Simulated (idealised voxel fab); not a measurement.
Process module in this document: voxel trench capacitor
280 nm wide, 5 nm square cells: that's cross-section cut.
Each cross-section below is a grid of square cells, stated as bands in top-down order, with one or more rows of cells making up each band. What a band's entry tells you: where the top is and where the bottom is, as heights in nm, and after that what lies inside, material by material from left to right, each with its width in nm. Empty space is written as the word "blank", and a single material marked with the word "everywhere" occupies the band from edge to edge. Basically, 0 is our baseline, since under it the wafer straight out of the box is all one material. The bottom band has no lower end and keeps on going down, so it looks like "0 nm and below". Width: "30 to 40" (first number = top row, second number = bottom row, same change from row to row of cells). Step note "nothing changed" = no cross-section cell changed. "Sealed void listing" enumerates empty spaces isolated from the top, with no open way to it, that contain at least 8 cells, giving each as width x height at distance from the left edge, all three in nm. On each step's line, the part that comes after the settings is the simulator's own comment on the step. The "overlay nm" setting may appear on a step's line; for a step that uses a mask, it gives how far to the right of its planned position the mask lay, and a negative value indicates the left.
### Set out below are the planned steps of the process
1: RECEIVE with material Si
2: CONFORMAL_DEP with material SiN, thk nm 10
3: MASKED_ETCH with tone open, mask id TRENCH, width nm 25, pitch nm 55, etch materials SiN, depth nm 10, overlay nm 0
4: MASKED_ETCH with tone open, mask id TRENCH, width nm 25, pitch nm 55, etch materials Si, depth nm 30, overlay nm 0
5: CONFORMAL_DEP with material SiO2, thk nm 5
6: FILL_DEP with material polySi, thk nm 5
7: CMP with height nm 10
### Shown in cross-section is the wafer as received, that is, as it stands after step 1
    0 nm and below  Si everywhere
    Sealed void listing: none
### Run as planned - first of the two wafers cross-sectioned at the end of the module
    10 nm to 0 nm  SiN 45 | SiO2 5 | polySi 15 | SiO2 5 | SiN 30 | SiO2 5 | polySi 15 | SiO2 5 | SiN 30 | SiO2 5 | polySi 15 | SiO2 5 | SiN 30 | SiO2 5 | polySi 15 | SiO2 5 | SiN 45
    0 nm to -25 nm  Si 45 | SiO2 5 | polySi 15 | SiO2 5 | Si 30 | SiO2 5 | polySi 15 | SiO2 5 | Si 30 | SiO2 5 | polySi 15 | SiO2 5 | Si 30 | SiO2 5 | polySi 15 | SiO2 5 | Si 45
    -25 nm to -30 nm  Si 45 | SiO2 25 | Si 30 | SiO2 25 | Si 30 | SiO2 25 | Si 30 | SiO2 25 | Si 45
    -30 nm and below  Si everywhere
    Sealed void listing: none
### Wafer two, end of module, cross-section. Same start, same plan as wafer one. One mistake in the run
    10 nm to 0 nm  SiN 45 | SiO2 5 | SiN 15 | SiO2 5 | SiN 30 | SiO2 5 | SiN 15 | SiO2 5 | SiN 30 | SiO2 5 | SiN 15 | SiO2 5 | SiN 30 | SiO2 5 | SiN 15 | SiO2 5 | SiN 45
    0 nm to -25 nm  Si 45 | SiO2 5 | SiN 15 | SiO2 5 | Si 30 | SiO2 5 | SiN 15 | SiO2 5 | Si 30 | SiO2 5 | SiN 15 | SiO2 5 | Si 30 | SiO2 5 | SiN 15 | SiO2 5 | Si 45
    -25 nm to -30 nm  Si 45 | SiO2 25 | Si 30 | SiO2 25 | Si 30 | SiO2 25 | Si 30 | SiO2 25 | Si 45
    -30 nm and below  Si everywhere
    Sealed void listing: none
Plan not followed: step 6 ran as: FILL_DEP with material SiN, thk nm 5
FYI, end of process, the second wafer has more or fewer cells of some materials than the first: 84 more of SiN, 84 fewer of polySi
